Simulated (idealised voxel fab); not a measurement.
The document below concerns the process module designated voxel trench capacitor.
Xsec cut, 240 nm wide, square cell size 5 nm.
If you're reading a cross-section in this doc, picture square cells in a grid; it comes to you as bands, top ones listed first down to the bottom, and a band can be one or more rows of cells.
A band entry consists of two parts. The first gives the height of the band's top and the height of its bottom, in nm. The rest lists the band's materials from left to right, each with its width in nm. A single material labelled with the word "full width" fills the band from edge to edge, and the word "empty" marks empty space.
Height is counted from the level 0, under which the received wafer is composed throughout of one material. The lowest of the bands is not closed at the bottom but continues downward, in the notation "0 nm and below".
Per-row width for "30..40": begins at first number (top row of band), ends at second number (bottom row), increment between rows held constant.
Key: "no alteration" - step with no changed cell in the cross-section.
If an empty space has no open way to the top and is at least 8 cells in size, "Sealed voids" lists it, written width x height at distance, where distance is measured from the left edge and every value is in nm.
Read whatever lies past the settings on a step's line as the simulator's own remark about the step.
"overlay nm", when on a step's line for a step with a mask, measures how far to the right of its planned place the mask lay; a negative measure means to the left.
PROCESS STEPS (PLANNED)
1: RECEIVE | material Si
2: CONFORMAL_DEP | material SiN | thk nm 5
3: DIRECTIONAL_DEP | material aC | thk nm 15
4: PATTERN | tone open | mask id TRENCH | material resist | width nm 25 | pitch nm 50 | thk nm 30 | overlay nm 0
5: DIRECTIONAL_ETCH | etch materials aC | depth nm 15
6: STRIP | etch materials resist
7: DIRECTIONAL_ETCH | etch materials SiN | depth nm 5
8: DIRECTIONAL_ETCH | etch materials Si | depth nm 25
9: STRIP | etch materials aC
10: CONFORMAL_DEP | material SiO2 | thk nm 5
11: FILL_DEP | material polySi | thk nm 10
12: CMP | height nm 5
THE FIRST WAFER OF TWO, PROCESSED AS PLANNED
CROSS-SECTION, INCOMING MATERIAL, AFTER STEP 1
	0 nm and below = Si full width
	Sealed voids: none
WAFER SECTION VIEW AFTER PROCESSING STEP 2
	5 nm to 0 nm = SiN full width
	Under the height 0 nothing was changed.
WAFER SECTION VIEW AFTER PROCESSING STEP 3
	20 nm to 5 nm = aC full width
	Under the height 5 nothing was changed.
WAFER SECTION VIEW AFTER PROCESSING STEP 4
	50 nm to 20 nm = 55 of resist, then 25 of empty, then 25 of resist, then 25 of empty, then 25 of resist, then 25 of empty, then 60 of resist
	Under the height 20 nothing was changed.
WAFER SECTION VIEW AFTER PROCESSING STEP 5
	35 nm to 20 nm = 55 of resist, then 25 of empty, then 25 of resist, then 25 of empty, then 25 of resist, then 25 of empty, then 60 of resist
	20 nm to 5 nm = 55 of aC, then 25 of empty, then 25 of aC, then 25 of empty, then 25 of aC, then 25 of empty, then 60 of aC
	Under the height 5 nothing was changed.
WAFER SECTION VIEW AFTER PROCESSING STEP 6
	20 nm to 5 nm = 55 of aC, then 25 of empty, then 25 of aC, then 25 of empty, then 25 of aC, then 25 of empty, then 60 of aC
	Under the height 5 nothing was changed.
WAFER SECTION VIEW AFTER PROCESSING STEP 7
	20 nm to 5 nm = 55 of aC, then 25 of empty, then 25 of aC, then 25 of empty, then 25 of aC, then 25 of empty, then 60 of aC
	5 nm to 0 nm = 55 of SiN, then 25 of empty, then 25 of SiN, then 25 of empty, then 25 of SiN, then 25 of empty, then 60 of SiN
	Under the height 0 nothing was changed.
WAFER SECTION VIEW AFTER PROCESSING STEP 8
	20 nm to 5 nm = 55 of aC, then 25 of empty, then 25 of aC, then 25 of empty, then 25 of aC, then 25 of empty, then 60 of aC
	5 nm to 0 nm = 55 of SiN, then 25 of empty, then 25 of SiN, then 25 of empty, then 25 of SiN, then 25 of empty, then 60 of SiN
	0 nm to -25 nm = 55 of Si, then 25 of empty, then 25 of Si, then 25 of empty, then 25 of Si, then 25 of empty, then 60 of Si
	Under the height -25 nothing was changed.
WAFER SECTION VIEW AFTER PROCESSING STEP 9
	5 nm to 0 nm = 55 of SiN, then 25 of empty, then 25 of SiN, then 25 of empty, then 25 of SiN, then 25 of empty, then 60 of SiN
	Under the height 0 nothing was changed.
WAFER SECTION VIEW AFTER PROCESSING STEP 10
	10 nm to 5 nm = 60 of SiO2, then 15 of empty, then 35 of SiO2, then 15 of empty, then 35 of SiO2, then 15 of empty, then 65 of SiO2
	5 nm to 0 nm = 55 of SiN, then 5 of SiO2, then 15 of empty, then 5 of SiO2, then 25 of SiN, then 5 of SiO2, then 15 of empty, then 5 of SiO2, then 25 of SiN, then 5 of SiO2, then 15 of empty, then 5 of SiO2, then 60 of SiN
	0 nm to -20 nm = 55 of Si, then 5 of SiO2, then 15 of empty, then 5 of SiO2, then 25 of Si, then 5 of SiO2, then 15 of empty, then 5 of SiO2, then 25 of Si, then 5 of SiO2, then 15 of empty, then 5 of SiO2, then 60 of Si
	-20 nm to -25 nm = 55 of Si, then 25 of SiO2, then 25 of Si, then 25 of SiO2, then 25 of Si, then 25 of SiO2, then 60 of Si
	Under the height -25 nothing was changed.
WAFER SECTION VIEW AFTER PROCESSING STEP 11
	20 nm to 10 nm = polySi full width
	10 nm to 5 nm = 60 of SiO2, then 15 of polySi, then 35 of SiO2, then 15 of polySi, then 35 of SiO2, then 15 of polySi, then 65 of SiO2
	5 nm to 0 nm = 55 of SiN, then 5 of SiO2, then 15 of polySi, then 5 of SiO2, then 25 of SiN, then 5 of SiO2, then 15 of polySi, then 5 of SiO2, then 25 of SiN, then 5 of SiO2, then 15 of polySi, then 5 of SiO2, then 60 of SiN
	0 nm to -20 nm = 55 of Si, then 5 of SiO2, then 15 of polySi, then 5 of SiO2, then 25 of Si, then 5 of SiO2, then 15 of polySi, then 5 of SiO2, then 25 of Si, then 5 of SiO2, then 15 of polySi, then 5 of SiO2, then 60 of Si
	Under the height -20 nothing was changed.
WAFER SECTION VIEW AFTER PROCESSING STEP 12
	5 nm to 0 nm = 55 of SiN, then 5 of SiO2, then 15 of polySi, then 5 of SiO2, then 25 of SiN, then 5 of SiO2, then 15 of polySi, then 5 of SiO2, then 25 of SiN, then 5 of SiO2, then 15 of polySi, then 5 of SiO2, then 60 of SiN
	Under the height 0 nothing was changed.
SECOND WAFER: SAME START AND SAME PLAN AS THE FIRST, ONE EXECUTION ERROR; IDENTICAL TO THE FIRST THROUGH STEP 3
CROSS-SECTION OF THE SECOND WAFER CORRESPONDING TO THE PLANNED CONCLUSION OF STEP 4
	50 nm to 20 nm = 60 of resist, then 20 of empty, then 30 of resist, then 20 of empty, then 30 of resist, then 20 of empty, then 60 of resist
	Under the height 20 nothing was changed.
CROSS-SECTION OF THE SECOND WAFER CORRESPONDING TO THE PLANNED CONCLUSION OF STEP 5
	35 nm to 20 nm = 60 of resist, then 20 of empty, then 30 of resist, then 20 of empty, then 30 of resist, then 20 of empty, then 60 of resist
	20 nm to 5 nm = 60 of aC, then 20 of empty, then 30 of aC, then 20 of empty, then 30 of aC, then 20 of empty, then 60 of aC
	Under the height 5 nothing was changed.
CROSS-SECTION OF THE SECOND WAFER CORRESPONDING TO THE PLANNED CONCLUSION OF STEP 6
	20 nm to 5 nm = 60 of aC, then 20 of empty, then 30 of aC, then 20 of empty, then 30 of aC, then 20 of empty, then 60 of aC
	Under the height 5 nothing was changed.
CROSS-SECTION OF THE SECOND WAFER CORRESPONDING TO THE PLANNED CONCLUSION OF STEP 7
	20 nm to 5 nm = 60 of aC, then 20 of empty, then 30 of aC, then 20 of empty, then 30 of aC, then 20 of empty, then 60 of aC
	5 nm to 0 nm = 60 of SiN, then 20 of empty, then 30 of SiN, then 20 of empty, then 30 of SiN, then 20 of empty, then 60 of SiN
	Under the height 0 nothing was changed.
CROSS-SECTION OF THE SECOND WAFER CORRESPONDING TO THE PLANNED CONCLUSION OF STEP 8
	20 nm to 5 nm = 60 of aC, then 20 of empty, then 30 of aC, then 20 of empty, then 30 of aC, then 20 of empty, then 60 of aC
	5 nm to 0 nm = 60 of SiN, then 20 of empty, then 30 of SiN, then 20 of empty, then 30 of SiN, then 20 of empty, then 60 of SiN
	0 nm to -25 nm = 60 of Si, then 20 of empty, then 30 of Si, then 20 of empty, then 30 of Si, then 20 of empty, then 60 of Si
	Under the height -25 nothing was changed.
CROSS-SECTION OF THE SECOND WAFER CORRESPONDING TO THE PLANNED CONCLUSION OF STEP 9
	5 nm to 0 nm = 60 of SiN, then 20 of empty, then 30 of SiN, then 20 of empty, then 30 of SiN, then 20 of empty, then 60 of SiN
	Under the height 0 nothing was changed.
CROSS-SECTION OF THE SECOND WAFER CORRESPONDING TO THE PLANNED CONCLUSION OF STEP 10
	10 nm to 5 nm = 65 of SiO2, then 10 of empty, then 40 of SiO2, then 10 of empty, then 40 of SiO2, then 10 of empty, then 65 of SiO2
	5 nm to 0 nm = 60 of SiN, then 5 of SiO2, then 10 of empty, then 5 of SiO2, then 30 of SiN, then 5 of SiO2, then 10 of empty, then 5 of SiO2, then 30 of SiN, then 5 of SiO2, then 10 of empty, then 5 of SiO2, then 60 of SiN
	0 nm to -20 nm = 60 of Si, then 5 of SiO2, then 10 of empty, then 5 of SiO2, then 30 of Si, then 5 of SiO2, then 10 of empty, then 5 of SiO2, then 30 of Si, then 5 of SiO2, then 10 of empty, then 5 of SiO2, then 60 of Si
	-20 nm to -25 nm = 60 of Si, then 20 of SiO2, then 30 of Si, then 20 of SiO2, then 30 of Si, then 20 of SiO2, then 60 of Si
	Under the height -25 nothing was changed.
CROSS-SECTION OF THE SECOND WAFER CORRESPONDING TO THE PLANNED CONCLUSION OF STEP 11
	20 nm to 10 nm = polySi full width
	10 nm to 5 nm = 65 of SiO2, then 10 of polySi, then 40 of SiO2, then 10 of polySi, then 40 of SiO2, then 10 of polySi, then 65 of SiO2
	5 nm to 0 nm = 60 of SiN, then 5 of SiO2, then 10 of polySi, then 5 of SiO2, then 30 of SiN, then 5 of SiO2, then 10 of polySi, then 5 of SiO2, then 30 of SiN, then 5 of SiO2, then 10 of polySi, then 5 of SiO2, then 60 of SiN
	0 nm to -20 nm = 60 of Si, then 5 of SiO2, then 10 of polySi, then 5 of SiO2, then 30 of Si, then 5 of SiO2, then 10 of polySi, then 5 of SiO2, then 30 of Si, then 5 of SiO2, then 10 of polySi, then 5 of SiO2, then 60 of Si
	Under the height -20 nothing was changed.
CROSS-SECTION OF THE SECOND WAFER CORRESPONDING TO THE PLANNED CONCLUSION OF STEP 12
	5 nm to 0 nm = 60 of SiN, then 5 of SiO2, then 10 of polySi, then 5 of SiO2, then 30 of SiN, then 5 of SiO2, then 10 of polySi, then 5 of SiO2, then 30 of SiN, then 5 of SiO2, then 10 of polySi, then 5 of SiO2, then 60 of SiN
	Under the height 0 nothing was changed.
Error vs. plan: heads up, step 4 didn't go per plan, it actually ran as PATTERN | tone open | mask id TRENCH | material resist | width nm 20 | pitch nm 50 | thk nm 30 | overlay nm 0
End check, counted in cells, second wafer has more or fewer of these materials than the first: 15 more of Si; 3 more of SiN; 3 fewer of SiO2; 15 fewer of polySi
